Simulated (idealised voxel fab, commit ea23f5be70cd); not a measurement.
The process module that follows is named voxel self aligned contacts.
Cross-section cut spans 210 nm and uses square cells 5 nm in size.
A cross-section is written here as square cells arranged in a grid, and it is given in bands from the top down, each band taking up one or more rows of cells. Within each band entry, the heights of the top and of the bottom of the band appear first, in that order and in nm; the materials of the band then follow from left to right, each with its corresponding width in nm. The designation "everywhere" on a single material indicates that it fills the band from edge to edge; the designation "blank" indicates empty space. Counting heights begins at 0, where everything beneath is, in the wafer as received, one material. The lowest band has no bottom; it goes on downwards, as "0 down" shows. Think of "30..40" as a width that walks from the first number to the second as you go down the band, top row to bottom row, taking equal-sized steps from row to row. Key: "remained the same" - step with no changed cell in the cross-section. Enclosed voids (no open way to top), threshold 8 cells or more, entry "Voids, fully enclosed", notation width x height at distance, distance from left edge, nm. Where a step's line continues beyond its settings, the continuation is a remark by the simulator itself on that step. overlay nm: mask offset rightward from planned place, masked step; negative means leftward offset. Pairs ahead. Before: cross-section ahead of one process step. After: cross-section once the step is done, shown to the lowest changed band only. Under each pair: that step, with settings. Caution: pairs may come from different runs of this module on the same starting wafer; a pair follows the pair above only where its "Before step" entry says so.

## Before step
	40 to 25  SiO2 50 nm; SiN 45 nm; TiN 5 nm; W 5 nm; TiN 5 nm; SiN 45 nm; SiO2 55 nm
	25 to 5  SiO2 50 nm; SiN 5 nm; polySi 35 nm; SiN 5 nm; TiN 5 nm; W 5 nm; TiN 5 nm; SiN 5 nm; polySi 35 nm; SiN 5 nm; SiO2 55 nm
	5 to 0  SiO2 95 nm; TiN 15 nm; SiO2 100 nm
	0 down  Si everywhere
	Voids, fully enclosed: none

## Resulting Structure
	45 to 40  SiN everywhere
	At heights below 40, the structure remains unaltered.
	Voids, fully enclosed: none
Between before and after, shown above: CONFORMAL_DEP,material SiN,thk nm 5

## Before step
	50 to 40  aC everywhere
	40 to 25  SiN everywhere
	25 to 5  polySi everywhere
	5 to 0  SiO2 everywhere
	0 down  Si everywhere
	Voids, fully enclosed: none

## Resulting Structure
	80 to 50  blank 50 nm; resist 45 nm; blank 15 nm; resist 45 nm; blank 55 nm
	At heights below 50, the structure remains unaltered.
	Voids, fully enclosed: none
Between before and after, shown above: PATTERN,tone cover,mask id GATE,material resist,width nm 45,pitch nm 60,thk nm 30,overlay nm 0

Before step: = after-state of the pair above.

## Resulting Structure
	70 to 50  blank 50 nm; resist 45 nm; blank 15 nm; resist 45 nm; blank 55 nm
	50 to 40  blank 50 nm; aC 45 nm; blank 15 nm; aC 45 nm; blank 55 nm
	At heights below 40, the structure remains unaltered.
	Voids, fully enclosed: none
Between before and after, shown above: DIRECTIONAL_ETCH,etch materials aC,depth nm 10

Before step: = after-state of the pair above.

## Resulting Structure
	50 to 40  blank 50 nm; aC 45 nm; blank 15 nm; aC 45 nm; blank 55 nm
	At heights below 40, the structure remains unaltered.
	Voids, fully enclosed: none
Between before and after, shown above: STRIP,etch materials resist

Before step: = after-state of the pair above.

## Resulting Structure
	50 to 40  blank 50 nm; aC 45 nm; blank 15 nm; aC 45 nm; blank 55 nm
	40 to 25  blank 50 nm; SiN 45 nm; blank 15 nm; SiN 45 nm; blank 55 nm
	At heights below 25, the structure remains unaltered.
	Voids, fully enclosed: none
Between before and after, shown above: DIRECTIONAL_ETCH,etch materials SiN,depth nm 15

Before step: = after-state of the pair above.

## Resulting Structure
	50 to 40  blank 50 nm; aC 45 nm; blank 15 nm; aC 45 nm; blank 55 nm
	40 to 25  blank 50 nm; SiN 45 nm; blank 15 nm; SiN 45 nm; blank 55 nm
	25 to 5  blank 50 nm; polySi 45 nm; blank 15 nm; polySi 45 nm; blank 55 nm
	At heights below 5, the structure remains unaltered.
	Voids, fully enclosed: none
Between before and after, shown above: DIRECTIONAL_ETCH,etch materials polySi,depth nm 20

Before step: = after-state of the pair above.

## Resulting Structure
	40 to 25  blank 50 nm; SiN 45 nm; blank 15 nm; SiN 45 nm; blank 55 nm
	At heights below 25, the structure remains unaltered.
	Voids, fully enclosed: none
Between before and after, shown above: STRIP,etch materials aC

Before step: = after-state of the pair above.

## Resulting Structure
	45 to 25  blank 45 nm; SiN 55 nm; blank 5 nm; SiN 55 nm; blank 50 nm
	25 to 10  blank 45 nm; SiN 5 nm; polySi 45 nm; SiN 5 nm; blank 5 nm; SiN 5 nm; polySi 45 nm; SiN 5 nm; blank 50 nm
	10 to 5  SiN 50 nm; polySi 45 nm; SiN 15 nm; polySi 45 nm; SiN 55 nm
	At heights below 5, the structure remains unaltered.
	Voids, fully enclosed: none
Between before and after, shown above: CONFORMAL_DEP,material SiN,thk nm 5

Before step: = after-state of the pair above.

## Resulting Structure
	40 to 25  blank 45 nm; SiN 55 nm; blank 5 nm; SiN 55 nm; blank 50 nm
	25 to 5  blank 45 nm; SiN 5 nm; polySi 45 nm; SiN 5 nm; blank 5 nm; SiN 5 nm; polySi 45 nm; SiN 5 nm; blank 50 nm
	At heights below 5, the structure remains unaltered.
	Voids, fully enclosed: none
Between before and after, shown above: DIRECTIONAL_ETCH,etch materials SiN,depth nm 5

Before step: = after-state of the pair above.

## Resulting Structure
	55 to 40  SiO2 everywhere
	40 to 25  SiO2 45 nm; SiN 55 nm; SiO2 5 nm; SiN 55 nm; SiO2 50 nm
	25 to 5  SiO2 45 nm; SiN 5 nm; polySi 45 nm; SiN 5 nm; SiO2 5 nm; SiN 5 nm; polySi 45 nm; SiN 5 nm; SiO2 50 nm
	At heights below 5, the structure remains unaltered.
	Voids, fully enclosed: none
Between before and after, shown above: FILL_DEP,material SiO2,thk nm 15

Before step: = after-state of the pair above.

## Resulting Structure
	50 to 40  SiO2 everywhere
	At heights below 40, the structure remains unaltered.
	Voids, fully enclosed: none
Between before and after, shown above: CMP,height nm 50

Before step: = after-state of the pair above.

## Resulting Structure
	70 to 50  resist 85 nm; blank 35 nm; resist 90 nm
	At heights below 50, the structure remains unaltered.
	Voids, fully enclosed: none
Between before and after, shown above: PATTERN,tone open,mask id CONTACT,material resist,width nm 35,thk nm 20,overlay nm 0

Before step: = after-state of the pair above.

## Resulting Structure
	70 to 50  resist 85 nm; blank 35 nm; resist 90 nm
	50 to 40  SiO2 85 nm; blank 35 nm; SiO2 90 nm
	40 to 25  SiO2 45 nm; SiN 55 nm; blank 5 nm; SiN 55 nm; SiO2 50 nm
	25 to 5  SiO2 45 nm; SiN 5 nm; polySi 45 nm; SiN 5 nm; blank 5 nm; SiN 5 nm; polySi 45 nm; SiN 5 nm; SiO2 50 nm
	5 to 0  SiO2 100 nm; blank 5 nm; SiO2 105 nm
	At heights below 0, the structure remains unaltered.
	Voids, fully enclosed: none
Between before and after, shown above: DIRECTIONAL_ETCH,etch materials SiO2,depth nm 50

Before step: = after-state of the pair above.

## Resulting Structure
	50 to 40  SiO2 85 nm; blank 35 nm; SiO2 90 nm
	At heights below 40, the structure remains unaltered.
	Voids, fully enclosed: none
Between before and after, shown above: STRIP,etch materials resist

Before step: = after-state of the pair above.

## Resulting Structure
	55 to 50  TiN 90 nm; blank 25 nm; TiN 95 nm
	50 to 45  SiO2 85 nm; TiN 5 nm; blank 25 nm; TiN 5 nm; SiO2 90 nm
	45 to 40  SiO2 85 nm; TiN 35 nm; SiO2 90 nm
	40 to 25  SiO2 45 nm; SiN 55 nm; TiN 5 nm; SiN 55 nm; SiO2 50 nm
	25 to 5  SiO2 45 nm; SiN 5 nm; polySi 45 nm; SiN 5 nm; TiN 5 nm; SiN 5 nm; polySi 45 nm; SiN 5 nm; SiO2 50 nm
	5 to 0  SiO2 100 nm; TiN 5 nm; SiO2 105 nm
	At heights below 0, the structure remains unaltered.
	Voids, fully enclosed: none
Between before and after, shown above: CONFORMAL_DEP,material TiN,thk nm 5

Before step: = after-state of the pair above.

## Resulting Structure
	60 to 55  W everywhere
	55 to 50  TiN 90 nm; W 25 nm; TiN 95 nm
	50 to 45  SiO2 85 nm; TiN 5 nm; W 25 nm; TiN 5 nm; SiO2 90 nm
	At heights below 45, the structure remains unaltered.
	Voids, fully enclosed: none
Between before and after, shown above: FILL_DEP,material W,thk nm 5

Before step: = after-state of the pair above.

## Resulting Structure
	50 to 45  SiO2 85 nm; TiN 5 nm; W 25 nm; TiN 5 nm; SiO2 90 nm
	At heights below 45, the structure remains unaltered.
	Voids, fully enclosed: none
Between before and after, shown above: CMP,height nm 50

Before step: = after-state of the pair above.

## Resulting Structure
	55 to 50  SiN everywhere
	At heights below 50, the structure remains unaltered.
	Voids, fully enclosed: none
Between before and after, shown above: CONFORMAL_DEP,material SiN,thk nm 5

## Before step
	50 to 40  SiO2 everywhere
	40 to 25  SiO2 50 nm; SiN 45 nm; SiO2 15 nm; SiN 45 nm; SiO2 55 nm
	25 to 5  SiO2 50 nm; SiN 5 nm; polySi 35 nm; SiN 5 nm; SiO2 15 nm; SiN 5 nm; polySi 35 nm; SiN 5 nm; SiO2 55 nm
	5 to 0  SiO2 everywhere
	0 down  Si everywhere
	Voids, fully enclosed: none

## Resulting Structure
	70 to 50  resist 90 nm; blank 35 nm; resist 85 nm
	At heights below 50, the structure remains unaltered.
	Voids, fully enclosed: none
Between before and after, shown above: PATTERN,tone open,mask id CONTACT,material resist,width nm 35,thk nm 20,overlay nm 5

Before step: = after-state of the pair above.

## Resulting Structure
	70 to 50  resist 90 nm; blank 35 nm; resist 85 nm
	50 to 40  SiO2 90 nm; blank 35 nm; SiO2 85 nm
	40 to 25  SiO2 50 nm; SiN 45 nm; blank 15 nm; SiN 45 nm; SiO2 55 nm
	25 to 5  SiO2 50 nm; SiN 5 nm; polySi 35 nm; SiN 5 nm; blank 15 nm; SiN 5 nm; polySi 35 nm; SiN 5 nm; SiO2 55 nm
	5 to 0  SiO2 95 nm; blank 15 nm; SiO2 100 nm
	At heights below 0, the structure remains unaltered.
	Voids, fully enclosed: none
Between before and after, shown above: DIRECTIONAL_ETCH,etch materials SiO2,depth nm 50

Before step: = after-state of the pair above.

## Resulting Structure
	50 to 40  SiO2 90 nm; blank 35 nm; SiO2 85 nm
	At heights below 40, the structure remains unaltered.
	Voids, fully enclosed: none
Between before and after, shown above: STRIP,etch materials resist

Before step: = after-state of the pair above.

## Resulting Structure
	55 to 50  TiN 95 nm; blank 25 nm; TiN 90 nm
	50 to 40  SiO2 90 nm; TiN 5..10 nm; blank 25..5 nm; TiN 5..20 nm; SiO2 85 nm
	40 to 25  SiO2 50 nm; SiN 45 nm; TiN 5 nm; blank 5 nm; TiN 5 nm; SiN 45 nm; SiO2 55 nm
	25 to 5  SiO2 50 nm; SiN 5 nm; polySi 35 nm; SiN 5 nm; TiN 5 nm; blank 5 nm; TiN 5 nm; SiN 5 nm; polySi 35 nm; SiN 5 nm; SiO2 55 nm
	5 to 0  SiO2 95 nm; TiN 15 nm; SiO2 100 nm
	At heights below 0, the structure remains unaltered.
	Voids, fully enclosed: none
Between before and after, shown above: CONFORMAL_DEP,material TiN,thk nm 5

Before step: = after-state of the pair above.

## Resulting Structure
	60 to 55  W everywhere
	55 to 50  TiN 95 nm; W 25 nm; TiN 90 nm
	50 to 40  SiO2 90 nm; TiN 5..10 nm; W 25..5 nm; TiN 5..20 nm; SiO2 85 nm
	40 to 25  SiO2 50 nm; SiN 45 nm; TiN 5 nm; W 5 nm; TiN 5 nm; SiN 45 nm; SiO2 55 nm
	25 to 5  SiO2 50 nm; SiN 5 nm; polySi 35 nm; SiN 5 nm; TiN 5 nm; W 5 nm; TiN 5 nm; SiN 5 nm; polySi 35 nm; SiN 5 nm; SiO2 55 nm
	At heights below 5, the structure remains unaltered.
	Voids, fully enclosed: none
Between before and after, shown above: FILL_DEP,material W,thk nm 5

Before step: = after-state of the pair above.

## Resulting Structure
	50 to 40  SiO2 90 nm; TiN 5..10 nm; W 25..5 nm; TiN 5..20 nm; SiO2 85 nm
	At heights below 40, the structure remains unaltered.
	Voids, fully enclosed: none
Between before and after, shown above: CMP,height nm 50

Before step: = after-state of the pair above.

## Resulting Structure
	55 to 50  SiN everywhere
	At heights below 50, the structure remains unaltered.
	Voids, fully enclosed: none
Between before and after, shown above: CONFORMAL_DEP,material SiN,thk nm 5

## Before step
	50 to 40  SiO2 85 nm; blank 35 nm; SiO2 90 nm
	40 to 25  SiO2 50 nm; SiN 45 nm; blank 15 nm; SiN 45 nm; SiO2 55 nm
	25 to 5  SiO2 50 nm; SiN 5 nm; polySi 35 nm; SiN 5 nm; blank 15 nm; SiN 5 nm; polySi 35 nm; SiN 5 nm; SiO2 55 nm
	5 to 0  SiO2 95 nm; blank 15 nm; SiO2 100 nm
	0 down  Si everywhere
	Voids, fully enclosed: none

## Resulting Structure
	55 to 50  aC 90 nm; blank 25 nm; aC 95 nm
	50 to 40  SiO2 85 nm; aC 5..15 nm; blank 25..5 nm; aC 5..15 nm; SiO2 90 nm
	40 to 25  SiO2 50 nm; SiN 45 nm; aC 5 nm; blank 5 nm; aC 5 nm; SiN 45 nm; SiO2 55 nm
	25 to 5  SiO2 50 nm; SiN 5 nm; polySi 35 nm; SiN 5 nm; aC 5 nm; blank 5 nm; aC 5 nm; SiN 5 nm; polySi 35 nm; SiN 5 nm; SiO2 55 nm
	5 to 0  SiO2 95 nm; aC 15 nm; SiO2 100 nm
	At heights below 0, the structure remains unaltered.
	Voids, fully enclosed: none
Between before and after, shown above: CONFORMAL_DEP,material aC,thk nm 5

Before step: = after-state of the pair above.

## Resulting Structure
	60 to 55  W everywhere
	55 to 50  aC 90 nm; W 25 nm; aC 95 nm
	50 to 40  SiO2 85 nm; aC 5..15 nm; W 25..5 nm; aC 5..15 nm; SiO2 90 nm
	40 to 25  SiO2 50 nm; SiN 45 nm; aC 5 nm; W 5 nm; aC 5 nm; SiN 45 nm; SiO2 55 nm
	25 to 5  SiO2 50 nm; SiN 5 nm; polySi 35 nm; SiN 5 nm; aC 5 nm; W 5 nm; aC 5 nm; SiN 5 nm; polySi 35 nm; SiN 5 nm; SiO2 55 nm
	At heights below 5, the structure remains unaltered.
	Voids, fully enclosed: none
Between before and after, shown above: FILL_DEP,material W,thk nm 5

Before step: = after-state of the pair above.

## Resulting Structure
	50 to 40  SiO2 85 nm; aC 5..15 nm; W 25..5 nm; aC 5..15 nm; SiO2 90 nm
	At heights below 40, the structure remains unaltered.
	Voids, fully enclosed: none
Between before and after, shown above: CMP,height nm 50

Before step: = after-state of the pair above.

## Resulting Structure
	55 to 50  SiN everywhere
	At heights below 50, the structure remains unaltered.
	Voids, fully enclosed: none
Between before and after, shown above: CONFORMAL_DEP,material SiN,thk nm 5

## Before step
	50 to 40  SiO2 everywhere
	40 to 25  SiO2 50 nm; SiN 45 nm; SiO2 15 nm; SiN 45 nm; SiO2 55 nm
	25 to 5  SiO2 50 nm; SiN 5 nm; polySi 35 nm; SiN 5 nm; SiO2 15 nm; SiN 5 nm; polySi 35 nm; SiN 5 nm; SiO2 55 nm
	5 to 0  SiO2 everywhere
	0 down  Si everywhere
	Voids, fully enclosed: none

## Resulting Structure
	70 to 50  blank 85 nm; resist 35 nm; blank 90 nm
	At heights below 50, the structure remains unaltered.
	Voids, fully enclosed: none
Between before and after, shown above: PATTERN,tone cover,mask id CONTACT,material resist,width nm 35,thk nm 20,overlay nm 0

Before step: = after-state of the pair above.

## Resulting Structure
	70 to 50  blank 85 nm; resist 35 nm; blank 90 nm
	50 to 40  blank 85 nm; SiO2 35 nm; blank 90 nm
	40 to 25  blank 50 nm; SiN 45 nm; SiO2 15 nm; SiN 45 nm; blank 55 nm
	25 to 5  blank 50 nm; SiN 5 nm; polySi 35 nm; SiN 5 nm; SiO2 15 nm; SiN 5 nm; polySi 35 nm; SiN 5 nm; blank 55 nm
	5 to 0  blank 50 nm; SiO2 105 nm; blank 55 nm
	At heights below 0, the structure remains unaltered.
	Voids, fully enclosed: none
Between before and after, shown above: DIRECTIONAL_ETCH,etch materials SiO2,depth nm 50

Before step: = after-state of the pair above.

## Resulting Structure
	50 to 40  blank 85 nm; SiO2 35 nm; blank 90 nm
	At heights below 40, the structure remains unaltered.
	Voids, fully enclosed: none
Between before and after, shown above: STRIP,etch materials resist

Before step: = after-state of the pair above.

## Resulting Structure
	55 to 50  blank 80 nm; TiN 45 nm; blank 85 nm
	50 to 40  blank 80..45 nm; TiN 5..40 nm; SiO2 35 nm; TiN 5..40 nm; blank 85..50 nm
	40 to 25  blank 45 nm; TiN 5 nm; SiN 45 nm; SiO2 15 nm; SiN 45 nm; TiN 5 nm; blank 50 nm
	25 to 5  blank 45 nm; TiN 5 nm; SiN 5 nm; polySi 35 nm; SiN 5 nm; SiO2 15 nm; SiN 5 nm; polySi 35 nm; SiN 5 nm; TiN 5 nm; blank 50 nm
	5 to 0  TiN 50 nm; SiO2 105 nm; TiN 55 nm
	At heights below 0, the structure remains unaltered.
	Voids, fully enclosed: none
Between before and after, shown above: CONFORMAL_DEP,material TiN,thk nm 5

Before step: = after-state of the pair above.

## Resulting Structure
	60 to 55  W everywhere
	55 to 50  W 80 nm; TiN 45 nm; W 85 nm
	50 to 40  W 80..45 nm; TiN 5..40 nm; SiO2 35 nm; TiN 5..40 nm; W 85..50 nm
	40 to 25  W 45 nm; TiN 5 nm; SiN 45 nm; SiO2 15 nm; SiN 45 nm; TiN 5 nm; W 50 nm
	25 to 5  W 45 nm; TiN 5 nm; SiN 5 nm; polySi 35 nm; SiN 5 nm; SiO2 15 nm; SiN 5 nm; polySi 35 nm; SiN 5 nm; TiN 5 nm; W 50 nm
	At heights below 5, the structure remains unaltered.
	Voids, fully enclosed: none
Between before and after, shown above: FILL_DEP,material W,thk nm 5

Before step: = after-state of the pair above.

## Resulting Structure
	50 to 40  W 80..45 nm; TiN 5..40 nm; SiO2 35 nm; TiN 5..40 nm; W 85..50 nm
	At heights below 40, the structure remains unaltered.
	Voids, fully enclosed: none
Between before and after, shown above: CMP,height nm 50

Before step: = after-state of the pair above.

## Resulting Structure
	55 to 50  SiN everywhere
	At heights below 50, the structure remains unaltered.
	Voids, fully enclosed: none
Between before and after, shown above: CONFORMAL_DEP,material SiN,thk nm 5
